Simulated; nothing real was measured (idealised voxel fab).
process module | voxel gate over fins
cross-section cut | 255 nm wide | cells 5 nm
A cross-section is a grid of square cells, given in bands from the top down. A band is one or more rows of cells.
Each band's line starts with the height of the band's top and of its bottom, in nm. Then come its materials from left to right, each with its width in nm. One material with "throughout" fills the band from edge to edge. "air" is empty space.
Height 0 is the level under which the wafer as received is all one material. The lowest band goes on downwards, as in "0 down".
A width such as "30 to 40" changes by the same amount from each row of cells to the next, from the band's top row to its bottom row.
"no change" after a step means that no cell of the cross-section changed.
closed voids: empty space of 8 cells or more with no open way to the top, each as width x height at its distance from the left edge, in nm
after a step's settings: what the simulator itself notes on the step
overlay nm, on a step with a mask: how far to the right of its planned place the mask lay; to the left if negative
plan
1 op RECEIVE | material Si
2 op CONFORMAL_DEP | material SiN | thk nm 5
3 op MASKED_ETCH | tone cover | mask id FINS | width nm 15 | pitch nm 55 | etch materials SiN | depth nm 5 | overlay nm 0
4 op MASKED_ETCH | tone cover | mask id FINS | width nm 15 | pitch nm 55 | etch materials Si | depth nm 40 | overlay nm 0
5 op FILL_DEP | material SiO2 | thk nm 5
6 op CMP | height nm 5
7 op PATTERN | tone open | mask id RAIL | material resist | width nm 15 | thk nm 20 | overlay nm 0
8 op DIRECTIONAL_ETCH | etch materials SiO2 | depth nm 40
9 op STRIP | etch materials resist
10 op CONFORMAL_DEP | material TiN | thk nm 5
11 op FILL_DEP | material Ru | thk nm 5
12 op CMP | height nm 5
13 op SELECTIVE_ETCH | etch materials W Ru TiN | depth nm 25
14 op FILL_DEP | material SiO2 | thk nm 5
15 op CMP | height nm 5
16 op SELECTIVE_ETCH | etch materials SiO2 | depth nm 15
17 op STRIP | etch materials SiN
18 op CONFORMAL_DEP | material HfO2 | thk nm 5
19 op CONFORMAL_DEP | material TiN | thk nm 5
20 op CONFORMAL_DEP | material TiAl | thk nm 5
21 op CONFORMAL_DEP | material TiN | thk nm 5
22 op FILL_DEP | material W | thk nm 15
23 op CMP | height nm 30
24 op CONFORMAL_DEP | material SiN | thk nm 10
as received, after step 1
  0 down: Si throughout
  closed voids: none
first wafer at the end, as planned
  40 to 30: SiN throughout
  30 to 20: W throughout
  20 to 15: W 15 | TiN 220 | W 20
  15 to 10: W 15 | TiN 5 | TiAl 45 | TiN 10 | TiAl 45 | TiN 10 | TiAl 45 | TiN 10 | TiAl 45 | TiN 5 | W 20
  10 to 5: TiN 20 | TiAl 5 | TiN 35 | TiAl 5 | TiN 10 | TiAl 5 | TiN 35 | TiAl 5 | TiN 10 | TiAl 5 | TiN 35 | TiAl 5 | TiN 10 | TiAl 5 | TiN 35 | TiAl 5 | TiN 25
  5 to 0: TiAl 25 | TiN 5 | HfO2 25 | TiN 5 | TiAl 20 | TiN 5 | HfO2 25 | TiN 5 | TiAl 20 | TiN 5 | HfO2 25 | TiN 5 | TiAl 20 | TiN 5 | HfO2 25 | TiN 5 | TiAl 30
  0 to -5: TiN 30 | HfO2 5 | Si 15 | HfO2 5 | TiN 30 | HfO2 5 | Si 15 | HfO2 5 | TiN 30 | HfO2 5 | Si 15 | HfO2 5 | TiN 30 | HfO2 5 | Si 15 | HfO2 5 | TiN 35
  -5 to -10: HfO2 35 | Si 15 | HfO2 40 | Si 15 | HfO2 40 | Si 15 | HfO2 40 | Si 15 | HfO2 40
  -10 to -20: SiO2 35 | Si 15 | SiO2 40 | Si 15 | SiO2 40 | Si 15 | SiO2 40 | Si 15 | SiO2 40
  -20 to -30: SiO2 35 | Si 15 | SiO2 10 | TiN 5 | Ru 5 | TiN 5 | SiO2 15 | Si 15 | SiO2 40 | Si 15 | SiO2 40 | Si 15 | SiO2 40
  -30 to -35: SiO2 35 | Si 15 | SiO2 10 | TiN 15 | SiO2 15 | Si 15 | SiO2 40 | Si 15 | SiO2 40 | Si 15 | SiO2 40
  -35 to -40: SiO2 35 | Si 15 | SiO2 40 | Si 15 | SiO2 40 | Si 15 | SiO2 40 | Si 15 | SiO2 40
  -40 down: Si throughout
  closed voids: none
second wafer at the end: like start, like plan, one mistake
  40 to 30: SiN throughout
  30 to 20: W throughout
  20 to 15: W 15 | TiN 220 | W 20
  15 to 10: W 15 | TiN 5 | TiAl 45 | TiN 10 | TiAl 45 | TiN 10 | TiAl 45 | TiN 10 | TiAl 45 | TiN 5 | W 20
  10 to 5: TiN 20 | TiAl 5 | TiN 35 | TiAl 5 | TiN 10 | TiAl 5 | TiN 35 | TiAl 5 | TiN 10 | TiAl 5 | TiN 35 | TiAl 5 | TiN 10 | TiAl 5 | TiN 35 | TiAl 5 | TiN 25
  5 to 0: TiAl 25 | TiN 5 | HfO2 25 | TiN 5 | TiAl 20 | TiN 5 | HfO2 25 | TiN 5 | TiAl 20 | TiN 5 | HfO2 25 | TiN 5 | TiAl 20 | TiN 5 | HfO2 25 | TiN 5 | TiAl 30
  0 to -5: TiN 30 | HfO2 5 | Si 15 | HfO2 5 | TiN 30 | HfO2 5 | Si 15 | HfO2 5 | TiN 30 | HfO2 5 | Si 15 | HfO2 5 | TiN 30 | HfO2 5 | Si 15 | HfO2 5 | TiN 35
  -5 to -10: HfO2 35 | Si 15 | HfO2 40 | Si 15 | HfO2 40 | Si 15 | HfO2 40 | Si 15 | HfO2 40
  -10 to -20: SiO2 35 | Si 15 | SiO2 40 | Si 15 | SiO2 40 | Si 15 | SiO2 40 | Si 15 | SiO2 40
  -20 to -30: Ru 30 | TiN 5 | Si 15 | TiN 10 | SiO2 15 | TiN 5 | Ru 5 | TiN 5 | Si 15 | TiN 5 | Ru 30 | TiN 5 | Si 15 | TiN 5 | Ru 30 | TiN 5 | Si 15 | TiN 5 | Ru 35
  -30 to -35: TiN 35 | Si 15 | TiN 10 | SiO2 15 | TiN 15 | Si 15 | TiN 40 | Si 15 | TiN 40 | Si 15 | TiN 40
  -35 to -40: SiO2 35 | Si 15 | SiO2 40 | Si 15 | SiO2 40 | Si 15 | SiO2 40 | Si 15 | SiO2 40
  -40 down: Si throughout
  closed voids: none
what went wrong: step 7 ran as: op PATTERN | tone cover | mask id RAIL | material resist | width nm 15 | thk nm 20 | overlay nm 0
at the end the second wafer has, in cells: 50 more of Ru | 99 fewer of SiO2 | 49 more of TiN
